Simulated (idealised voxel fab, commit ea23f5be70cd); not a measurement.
Proc. module: voxel local oxidation
Each square cell in cross-section cut measures 5 nm, and the section as a whole is 275 nm wide.
The cross-sections in this document take the form of a grid made of square cells. They are written out as bands, in order from top to bottom. Each band consists of one or more rows of cells. For a band, the entry starts with two heights in nm, that of the top and then that of the bottom, and carries on with the band's materials in order from left to right, each alongside its width in nm; the word "all across" beside a single material means it fills the band edge to edge, and "empty" means empty space. Counting heights begins at 0, where everything beneath is, in the wafer as received, one material. The lowest band has no bottom; it goes on downwards, as "top 0, no bottom" shows. Width: "30..40" (first number = top row, second number = bottom row, same change from row to row of cells). A step reported as "identical to before" is a step in which no cell of the cross-section changed. The list in "Closed void list" covers empty spaces of 8 cells or more that cannot reach the top through any open way, and it gives each as width x height at distance; the distance is from the left edge, and width, height and distance are in nm. That trailing text on a step's line, after the settings, is the simulator's own remark on the step. The line of a step may include "overlay nm". On a step with a mask, this value is how far to the right of its planned place the mask lay. A negative value means the mask lay to the left.
### Set out below are the planned steps of the process
1,RECEIVE, material Si
2,OXIDIZE, depth nm 5
3,CONFORMAL_DEP, material SiN, thk nm 15
4,PATTERN, tone cover, mask id ACTIVE, material resist, width nm 115, thk nm 20, overlay nm 0
5,DIRECTIONAL_ETCH, etch materials SiN, depth nm 15
6,STRIP, etch materials resist
7,SELECTIVE_ETCH, etch materials SiO2, depth nm 5
8,OXIDIZE, depth nm 10
9,STRIP, etch materials SiN
### Incoming wafer, cross-sectional view, post step 1
- top 0, no bottom = Si all across
- Closed void list: none
### Here's the cross-section of the first of our two wafers at the end of the module - it ran as planned
- top 0, bottom -5 = 85 nm empty; 105 nm SiO2; 85 nm empty
- top -5, bottom -15 = 95 nm SiO2; 85 nm Si; 95 nm SiO2
- top -15, no bottom = Si all across
- Closed void list: none
### So this is wafer number two of the two, cut at the end of the module - it started where the first did and had the same plan, we just got one thing wrong running it
- top 0, bottom -5 = 75 nm empty; 105 nm SiO2; 95 nm empty
- top -5, bottom -15 = 85 nm SiO2; 85 nm Si; 105 nm SiO2
- top -15, no bottom = Si all across
- Closed void list: none
Heads up, the wafer didn't run the way we planned it: step 4 ran with different settings than intended, the actual operation and settings being PATTERN, tone cover, mask id ACTIVE, material resist, width nm 115, thk nm 20, overlay nm -10
The concluding comparison shows that, measured in cells, each material is equally abundant on both wafers, albeit at different positions.
